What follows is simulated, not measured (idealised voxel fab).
Title: Process Module voxel double patterning
The figure presents cross-section cut, which has a width of 150 nm and is divided into square cells with an edge length of 5 nm.
Square cells in a grid make up a cross-section in this document, and the grid is given as bands, listed from the top down, each one or more rows of cells. Per band: top height and bottom height in nm, followed by the left-to-right materials and their widths in nm; "all across" marks a single material spanning edge to edge, "blank" marks empty space. Below 0: as-received wafer, all one material; heights counted from there. Lowest band: no bottom, goes on down, written "0..down". With a width like "30->40", each row of cells in the band differs from the next by the same amount, the top row carrying the first number and the bottom row the second. The designation "changes: none", where it is given for a processing step, indicates that no cell of the cross-section was altered in the course of that step. "Closed void table": empty spaces of 8 cells or more with no open way to the top, each given as width x height at distance, distance from the left edge, all in nm. Note: text after step settings on the step line = simulator remark on that step. "overlay nm" on a masked step: distance the mask lay right of its planned place, negative for left.
### Planned step list for the process
1. RECEIVE,material Si
2. CONFORMAL_DEP,material SiO2,thk nm 10
3. DIRECTIONAL_DEP,material TiN,thk nm 10
4. DIRECTIONAL_DEP,material SiN,thk nm 5
5. MASKED_ETCH,tone open,mask id FIRST,width nm 15,pitch nm 50,etch materials SiN,depth nm 5,overlay nm 0
6. DIRECTIONAL_DEP,material aC,thk nm 15
7. PATTERN,tone open,mask id SECOND,material resist,width nm 15,pitch nm 50,thk nm 35,overlay nm 0
8. DIRECTIONAL_ETCH,etch materials aC,depth nm 15
9. STRIP,etch materials resist
10. DIRECTIONAL_ETCH,etch materials SiN,depth nm 5
11. STRIP,etch materials aC
12. DIRECTIONAL_ETCH,etch materials TiN,depth nm 10
13. STRIP,etch materials SiN
### Cross-section of the wafer as it came to us, i.e., already through step 1
> 0..down  Si all across
> Closed void table: none
### Post-module cross-section: identical start and plan to those above, one misstep in execution
> 25..15  TiN (15), blank (15), TiN (10), blank (15), TiN (10), blank (15), TiN (10), blank (15), TiN (10), blank (15), TiN (20)
> 15..0  SiO2 all across
> 0..down  Si all across
> Closed void table: none
In executing the process, a mistake was made relative to the plan: step 2 ran differently from the plan; actual operation with settings: CONFORMAL_DEP,material SiO2,thk nm 15
